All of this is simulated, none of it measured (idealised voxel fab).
This is a process module. Its name is voxel spacer lines.
For reference, the cross-section in this document is cut, with width 220 nm and square cells of 5 nm.
A cross-section in this document is a grid of square cells, and it is written down as bands, the top band listed before the ones below it; a band is made up of one or more rows of cells.
For a band, the entry starts with two heights in nm, that of the top and then that of the bottom, and carries on with the band's materials in order from left to right, each alongside its width in nm; the word "edge to edge" beside a single material means it fills the band edge to edge, and "blank" means empty space.
Measure heights from 0. That's the level where, below it, the as-received wafer is all one material. The lowest band is bottomless and extends downward; write it as in "from 0 down".
It should be noted that a width expressed as "30 to 40" varies in equal increments from row to row of cells within the band, taking the value of the first number at the top row and that of the second number at the bottom row.
A step reported as "nothing different" is a step in which no cell of the cross-section changed.
Closed empty spaces (no open way to the top) of 8 cells or more are what "Enclosed voids" lists, each as width x height at distance from the left edge, nm for all three.
If you see something after the settings on a step's line, that's the simulator's own remark about that step.
Among the settings permitted on a step's line is "overlay nm"; applied to a step with a mask, it specifies the extent to which the mask lay to the right of its planned position, whereas a negative figure signifies a position to the left.
[The planned process steps are enumerated hereunder]
| 1 | op RECEIVE | material Si |
| 2 | op CONFORMAL_DEP | material Al2O3 | thk nm 5 |
| 3 | op DIRECTIONAL_DEP | material W | thk nm 10 |
| 4 | op DIRECTIONAL_DEP | material aC | thk nm 20 |
| 5 | op PATTERN | tone cover | mask id MANDREL | material resist | width nm 15 | pitch nm 60 | thk nm 30 | overlay nm 0 |
| 6 | op DIRECTIONAL_ETCH | etch materials aC | depth nm 20 |
| 7 | op STRIP | etch materials resist |
| 8 | op CONFORMAL_DEP | material SiO2 | thk nm 15 |
| 9 | op DIRECTIONAL_ETCH | etch materials SiO2 | depth nm 15 |
| 10 | op STRIP | etch materials aC |
| 11 | op DIRECTIONAL_ETCH | etch materials W | depth nm 10 |
| 12 | op STRIP | etch materials SiO2 |
| 13 | op FILL_DEP | material SiO2 | thk nm 10 |
| 14 | op CMP | height nm 15 |
[The first of the two wafers, which ran as planned]
[As-received wafer cross-section (after step 1)]
- from 0 down  Si edge to edge
- Enclosed voids: none
[Wafer xsec, post step 2]
- from 5 to 0  Al2O3 edge to edge
- Below 0, no change.
[Wafer xsec, post step 3]
- from 15 to 5  W edge to edge
- Below 5, no change.
[Wafer xsec, post step 4]
- from 35 to 15  aC edge to edge
- Below 15, no change.
[Wafer xsec, post step 5]
- from 65 to 35  70 nm blank / 15 nm resist / 45 nm blank / 15 nm resist / 75 nm blank
- Below 35, no change.
[Wafer xsec, post step 6]
- from 45 to 35  70 nm blank / 15 nm resist / 45 nm blank / 15 nm resist / 75 nm blank
- from 35 to 15  70 nm blank / 15 nm aC / 45 nm blank / 15 nm aC / 75 nm blank
- Below 15, no change.
[Wafer xsec, post step 7]
- from 35 to 15  70 nm blank / 15 nm aC / 45 nm blank / 15 nm aC / 75 nm blank
- Below 15, no change.
[Wafer xsec, post step 8]
- from 50 to 35  55 nm blank / 45 nm SiO2 / 15 nm blank / 45 nm SiO2 / 60 nm blank
- from 35 to 30  55 nm blank / 15 nm SiO2 / 15 nm aC / 15 nm SiO2 / 15 nm blank / 15 nm SiO2 / 15 nm aC / 15 nm SiO2 / 60 nm blank
- from 30 to 15  70 nm SiO2 / 15 nm aC / 45 nm SiO2 / 15 nm aC / 75 nm SiO2
- Below 15, no change.
[Wafer xsec, post step 9]
- from 35 to 15  55 nm blank / 15 nm SiO2 / 15 nm aC / 15 nm SiO2 / 15 nm blank / 15 nm SiO2 / 15 nm aC / 15 nm SiO2 / 60 nm blank
- Below 15, no change.
[Wafer xsec, post step 10]
- from 35 to 15  55 nm blank / 15 nm SiO2 / 15 nm blank / 15 nm SiO2 / 15 nm blank / 15 nm SiO2 / 15 nm blank / 15 nm SiO2 / 60 nm blank
- Below 15, no change.
[Wafer xsec, post step 11]
- from 35 to 15  55 nm blank / 15 nm SiO2 / 15 nm blank / 15 nm SiO2 / 15 nm blank / 15 nm SiO2 / 15 nm blank / 15 nm SiO2 / 60 nm blank
- from 15 to 5  55 nm blank / 15 nm W / 15 nm blank / 15 nm W / 15 nm blank / 15 nm W / 15 nm blank / 15 nm W / 60 nm blank
- Below 5, no change.
[Wafer xsec, post step 12]
- from 15 to 5  55 nm blank / 15 nm W / 15 nm blank / 15 nm W / 15 nm blank / 15 nm W / 15 nm blank / 15 nm W / 60 nm blank
- Below 5, no change.
[Wafer xsec, post step 13]
- from 25 to 15  SiO2 edge to edge
- from 15 to 5  55 nm SiO2 / 15 nm W / 15 nm SiO2 / 15 nm W / 15 nm SiO2 / 15 nm W / 15 nm SiO2 / 15 nm W / 60 nm SiO2
- Below 5, no change.
[Wafer xsec, post step 14]
- from 15 to 5  55 nm SiO2 / 15 nm W / 15 nm SiO2 / 15 nm W / 15 nm SiO2 / 15 nm W / 15 nm SiO2 / 15 nm W / 60 nm SiO2
- Below 5, no change.
[For the second wafer, take the first wafer's start and plan, then add one mistake made in running it; everything through step 13, that step included, is shared with the first]
[Cross-section: second wafer, time at which step 14 was scheduled to end]
- from 15 to 5  55 nm SiO2 / 15 nm W / 15 nm SiO2 / 15 nm W / 15 nm SiO2 / 15 nm W / 15 nm SiO2 / 15 nm W / 60 nm SiO2
- Below 5, no change.
Where did the run depart from the plan? step 14 in the plan was executed twice
It should be noted that the final cross-sections of the two wafers coincide, and the mistake therefore has no effect on the output of this model.
